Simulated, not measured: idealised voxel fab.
process module | voxel wiring stack
cross-section cut | 220 nm wide | cells 5 nm
A cross-section is a grid of square cells, given in bands from the top down. A band is one or more rows of cells.
Each band's line starts with the height of the band's top and of its bottom, in nm. Then come its materials from left to right, each with its width in nm. One material with "throughout" fills the band from edge to edge. "air" is empty space.
Height 0 is the level under which the wafer as received is all one material. The lowest band goes on downwards, as in "0 down".
A width such as "30 to 40" changes by the same amount from each row of cells to the next, from the band's top row to its bottom row.
"no change" after a step means that no cell of the cross-section changed.
closed voids: empty space of 8 cells or more with no open way to the top, each as width x height at its distance from the left edge, in nm
after a step's settings: what the simulator itself notes on the step
overlay nm, on a step with a mask: how far to the right of its planned place the mask lay; to the left if negative
plan
1 op RECEIVE | material Si
2 op CONFORMAL_DEP | material SiO2 | thk nm 15
3 op CONFORMAL_DEP | material SiN | thk nm 5
4 op DIRECTIONAL_DEP | material SiO2 | thk nm 25
5 op DIRECTIONAL_DEP | material aC | thk nm 15
6 op PATTERN | tone open | mask id METAL_1 | material resist | width nm 30 | pitch nm 50 | thk nm 35 | overlay nm 0
7 op DIRECTIONAL_ETCH | etch materials aC | depth nm 15
8 op STRIP | etch materials resist
9 op DIRECTIONAL_ETCH | etch materials SiO2 | depth nm 25
10 op DIRECTIONAL_ETCH | etch materials SiN | depth nm 5
11 op STRIP | etch materials aC
12 op CONFORMAL_DEP | material TiN | thk nm 5
13 op FILL_DEP | material W | thk nm 5
14 op CMP | height nm 45
15 op EPI | material Ru | thk nm 5
16 op FILL_DEP | material SiCN | thk nm 5
17 op DIRECTIONAL_DEP | material lowk | thk nm 35
18 op MASKED_ETCH | tone open | mask id METAL_2 | width nm 30 | pitch nm 50 | etch materials lowk | depth nm 20 | overlay nm 0
19 op MASKED_ETCH | tone open | mask id METAL_2_HOLES | width nm 15 | pitch nm 50 | etch materials lowk | depth nm 15 | overlay nm 0
20 op MASKED_ETCH | tone open | mask id METAL_2_HOLES | width nm 15 | pitch nm 50 | etch materials SiCN | depth nm 5 | overlay nm 0
21 op CONFORMAL_DEP | material TiN | thk nm 5
22 op FILL_DEP | material Cu | thk nm 10
23 op CMP | height nm 90
24 op CONFORMAL_DEP | material SiCN | thk nm 5
as received, after step 1
  0 down: Si throughout
  closed voids: none
a wafer at the end: this start, this plan, one mistake
  95 to 90: SiCN throughout
  90 to 80: Cu throughout
  80 to 75: TiN 25 | Cu 20 | TiN 30 | Cu 20 | TiN 30 | Cu 20 | TiN 30 | Cu 20 | TiN 25
  75 to 70: lowk 20 | TiN 20 | Cu 5 | TiN 5 | lowk 20 | TiN 20 | Cu 5 | TiN 5 | lowk 20 | TiN 20 | Cu 5 | TiN 5 | lowk 20 | TiN 20 | Cu 5 | TiN 5 | lowk 20
  70 to 60: lowk 35 | TiN 5 | Cu 5 | TiN 5 | lowk 35 | TiN 5 | Cu 5 | TiN 5 | lowk 35 | TiN 5 | Cu 5 | TiN 5 | lowk 35 | TiN 5 | Cu 5 | TiN 5 | lowk 20
  60 to 55: lowk 35 | TiN 15 | lowk 35 | TiN 15 | lowk 35 | TiN 15 | lowk 35 | TiN 15 | lowk 20
  55 to 50: SiCN throughout
  50 to 45: SiCN 15 | Ru 40 | SiCN 10 | Ru 40 | SiCN 10 | Ru 40 | SiCN 10 | Ru 40 | SiCN 15
  45 to 20: SiO2 20 | TiN 5 | W 20 | TiN 5 | SiO2 20 | TiN 5 | W 20 | TiN 5 | SiO2 20 | TiN 5 | W 20 | TiN 5 | SiO2 20 | TiN 5 | W 20 | TiN 5 | SiO2 20
  20 to 15: SiN 20 | TiN 30 | SiN 20 | TiN 30 | SiN 20 | TiN 30 | SiN 20 | TiN 30 | SiN 20
  15 to 0: SiO2 throughout
  0 down: Si throughout
  closed voids: none
what went wrong: step 19 ran as: op MASKED_ETCH | tone cover | mask id METAL_2_HOLES | width nm 15 | pitch nm 50 | etch materials lowk | depth nm 15 | overlay nm 0
